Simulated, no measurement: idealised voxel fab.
Process module name: voxel quadruple lines
Cross-section cut spans 275 nm and uses square cells 5 nm in size.
Notation: cross-section as square-cell grid; stated in bands, top first, going down; one or more cell rows per band. First you get the band's top height and its bottom height, in nm, and then the materials it's made of, left to right, with each width in nm. If you see a single material with "everywhere", that one covers the band edge to edge. "blank" is empty space. A quick word on heights: they are counted from 0, and under that level the wafer as it came to us is one material throughout. The lowest band is different from the rest in having no bottom; it simply continues downward, written as in "0 -> down". Width "30->40": first value at the band's top row of cells, second value at its bottom row, equal change from row to row. "changes: none" -> step changed no cross-section cell. Voids not open to the top, 8 cells minimum: see "Enclosed internal voids". Written width x height at distance; distance is from the left edge; nm. Formally, on a step line, whatever follows the settings is a remark that the simulator itself makes on the step. The optional step-line setting "overlay nm" applies to steps with a mask and quantifies how far to the right of its planned location the mask lay, a negative value indicating leftward placement.
Intended process steps
1 RECEIVE with material Si
2 CONFORMAL_DEP with material SiO2, thk nm 10
3 DIRECTIONAL_DEP with material Ru, thk nm 10
4 DIRECTIONAL_DEP with material polySi, thk nm 15
5 DIRECTIONAL_DEP with material aC, thk nm 25
6 PATTERN with tone cover, mask id MANDREL, material resist, width nm 25, thk nm 35, overlay nm 0
7 DIRECTIONAL_ETCH with etch materials aC, depth nm 25
8 STRIP with etch materials resist
9 CONFORMAL_DEP with material SiO2, thk nm 15
10 DIRECTIONAL_ETCH with etch materials SiO2, depth nm 15
11 STRIP with etch materials aC
12 DIRECTIONAL_ETCH with etch materials polySi, depth nm 15
13 STRIP with etch materials SiO2
14 CONFORMAL_DEP with material SiCN, thk nm 5
15 DIRECTIONAL_ETCH with etch materials SiCN, depth nm 5
16 STRIP with etch materials polySi
17 DIRECTIONAL_ETCH with etch materials Ru, depth nm 10
18 STRIP with etch materials SiCN
What follows covers the first of two wafers; it ran as planned
Received-state cross-section, reflecting completion of step 1
    0 -> down = Si everywhere
    Enclosed internal voids: none
How the wafer stands in section after step 2
    10 -> 0 = SiO2 everywhere
    Everything below 0 is unchanged.
How the wafer stands in section after step 3
    20 -> 10 = Ru everywhere
    Everything below 10 is unchanged.
How the wafer stands in section after step 4
    35 -> 20 = polySi everywhere
    Everything below 20 is unchanged.
How the wafer stands in section after step 5
    60 -> 35 = aC everywhere
    Everything below 35 is unchanged.
How the wafer stands in section after step 6
    95 -> 60 = 125 of blank, then 25 of resist, then 125 of blank
    Everything below 60 is unchanged.
How the wafer stands in section after step 7
    70 -> 60 = 125 of blank, then 25 of resist, then 125 of blank
    60 -> 35 = 125 of blank, then 25 of aC, then 125 of blank
    Everything below 35 is unchanged.
How the wafer stands in section after step 8
    60 -> 35 = 125 of blank, then 25 of aC, then 125 of blank
    Everything below 35 is unchanged.
How the wafer stands in section after step 9
    75 -> 60 = 110 of blank, then 55 of SiO2, then 110 of blank
    60 -> 50 = 110 of blank, then 15 of SiO2, then 25 of aC, then 15 of SiO2, then 110 of blank
    50 -> 35 = 125 of SiO2, then 25 of aC, then 125 of SiO2
    Everything below 35 is unchanged.
How the wafer stands in section after step 10
    60 -> 35 = 110 of blank, then 15 of SiO2, then 25 of aC, then 15 of SiO2, then 110 of blank
    Everything below 35 is unchanged.
How the wafer stands in section after step 11
    60 -> 35 = 110 of blank, then 15 of SiO2, then 25 of blank, then 15 of SiO2, then 110 of blank
    Everything below 35 is unchanged.
How the wafer stands in section after step 12
    60 -> 35 = 110 of blank, then 15 of SiO2, then 25 of blank, then 15 of SiO2, then 110 of blank
    35 -> 20 = 110 of blank, then 15 of polySi, then 25 of blank, then 15 of polySi, then 110 of blank
    Everything below 20 is unchanged.
How the wafer stands in section after step 13
    35 -> 20 = 110 of blank, then 15 of polySi, then 25 of blank, then 15 of polySi, then 110 of blank
    Everything below 20 is unchanged.
How the wafer stands in section after step 14
    40 -> 35 = 105 of blank, then 25 of SiCN, then 15 of blank, then 25 of SiCN, then 105 of blank
    35 -> 25 = 105 of blank, then 5 of SiCN, then 15 of polySi, then 5 of SiCN, then 15 of blank, then 5 of SiCN, then 15 of polySi, then 5 of SiCN, then 105 of blank
    25 -> 20 = 110 of SiCN, then 15 of polySi, then 25 of SiCN, then 15 of polySi, then 110 of SiCN
    Everything below 20 is unchanged.
How the wafer stands in section after step 15
    35 -> 20 = 105 of blank, then 5 of SiCN, then 15 of polySi, then 5 of SiCN, then 15 of blank, then 5 of SiCN, then 15 of polySi, then 5 of SiCN, then 105 of blank
    Everything below 20 is unchanged.
How the wafer stands in section after step 16
    35 -> 20 = 105 of blank, then 5 of SiCN, then 15 of blank, then 5 of SiCN, then 15 of blank, then 5 of SiCN, then 15 of blank, then 5 of SiCN, then 105 of blank
    Everything below 20 is unchanged.
How the wafer stands in section after step 17
    35 -> 20 = 105 of blank, then 5 of SiCN, then 15 of blank, then 5 of SiCN, then 15 of blank, then 5 of SiCN, then 15 of blank, then 5 of SiCN, then 105 of blank
    20 -> 10 = 105 of blank, then 5 of Ru, then 15 of blank, then 5 of Ru, then 15 of blank, then 5 of Ru, then 15 of blank, then 5 of Ru, then 105 of blank
    Everything below 10 is unchanged.
How the wafer stands in section after step 18
    20 -> 10 = 105 of blank, then 5 of Ru, then 15 of blank, then 5 of Ru, then 15 of blank, then 5 of Ru, then 15 of blank, then 5 of Ru, then 105 of blank
    Everything below 10 is unchanged.
Second wafer: like start, like plan, one mistake. Through step 5 it matches the first wafer
Cross-sectional representation of the second wafer at the time designated in the plan for the completion of step 6
    95 -> 60 = 120 of blank, then 35 of resist, then 120 of blank
    Everything below 60 is unchanged.
Cross-sectional representation of the second wafer at the time designated in the plan for the completion of step 7
    70 -> 60 = 120 of blank, then 35 of resist, then 120 of blank
    60 -> 35 = 120 of blank, then 35 of aC, then 120 of blank
    Everything below 35 is unchanged.
Cross-sectional representation of the second wafer at the time designated in the plan for the completion of step 8
    60 -> 35 = 120 of blank, then 35 of aC, then 120 of blank
    Everything below 35 is unchanged.
Cross-sectional representation of the second wafer at the time designated in the plan for the completion of step 9
    75 -> 60 = 105 of blank, then 65 of SiO2, then 105 of blank
    60 -> 50 = 105 of blank, then 15 of SiO2, then 35 of aC, then 15 of SiO2, then 105 of blank
    50 -> 35 = 120 of SiO2, then 35 of aC, then 120 of SiO2
    Everything below 35 is unchanged.
Cross-sectional representation of the second wafer at the time designated in the plan for the completion of step 10
    60 -> 35 = 105 of blank, then 15 of SiO2, then 35 of aC, then 15 of SiO2, then 105 of blank
    Everything below 35 is unchanged.
Cross-sectional representation of the second wafer at the time designated in the plan for the completion of step 11
    60 -> 35 = 105 of blank, then 15 of SiO2, then 35 of blank, then 15 of SiO2, then 105 of blank
    Everything below 35 is unchanged.
Cross-sectional representation of the second wafer at the time designated in the plan for the completion of step 12
    60 -> 35 = 105 of blank, then 15 of SiO2, then 35 of blank, then 15 of SiO2, then 105 of blank
    35 -> 20 = 105 of blank, then 15 of polySi, then 35 of blank, then 15 of polySi, then 105 of blank
    Everything below 20 is unchanged.
Cross-sectional representation of the second wafer at the time designated in the plan for the completion of step 13
    35 -> 20 = 105 of blank, then 15 of polySi, then 35 of blank, then 15 of polySi, then 105 of blank
    Everything below 20 is unchanged.
Cross-sectional representation of the second wafer at the time designated in the plan for the completion of step 14
    40 -> 35 = 100 of blank, then 25 of SiCN, then 25 of blank, then 25 of SiCN, then 100 of blank
    35 -> 25 = 100 of blank, then 5 of SiCN, then 15 of polySi, then 5 of SiCN, then 25 of blank, then 5 of SiCN, then 15 of polySi, then 5 of SiCN, then 100 of blank
    25 -> 20 = 105 of SiCN, then 15 of polySi, then 35 of SiCN, then 15 of polySi, then 105 of SiCN
    Everything below 20 is unchanged.
Cross-sectional representation of the second wafer at the time designated in the plan for the completion of step 15
    35 -> 20 = 100 of blank, then 5 of SiCN, then 15 of polySi, then 5 of SiCN, then 25 of blank, then 5 of SiCN, then 15 of polySi, then 5 of SiCN, then 100 of blank
    Everything below 20 is unchanged.
Cross-sectional representation of the second wafer at the time designated in the plan for the completion of step 16
    35 -> 20 = 100 of blank, then 5 of SiCN, then 15 of blank, then 5 of SiCN, then 25 of blank, then 5 of SiCN, then 15 of blank, then 5 of SiCN, then 100 of blank
    Everything below 20 is unchanged.
Cross-sectional representation of the second wafer at the time designated in the plan for the completion of step 17
    35 -> 20 = 100 of blank, then 5 of SiCN, then 15 of blank, then 5 of SiCN, then 25 of blank, then 5 of SiCN, then 15 of blank, then 5 of SiCN, then 100 of blank
    20 -> 10 = 100 of blank, then 5 of Ru, then 15 of blank, then 5 of Ru, then 25 of blank, then 5 of Ru, then 15 of blank, then 5 of Ru, then 100 of blank
    Everything below 10 is unchanged.
Cross-sectional representation of the second wafer at the time designated in the plan for the completion of step 18
    20 -> 10 = 100 of blank, then 5 of Ru, then 15 of blank, then 5 of Ru, then 25 of blank, then 5 of Ru, then 15 of blank, then 5 of Ru, then 100 of blank
    Everything below 10 is unchanged.
Deviation from plan: not per plan at step 6, really ran PATTERN with tone cover, mask id MANDREL, material resist, width nm 35, thk nm 35, overlay nm 0
at the end the second wafer has, in cells: as many of each material as the first, in other places
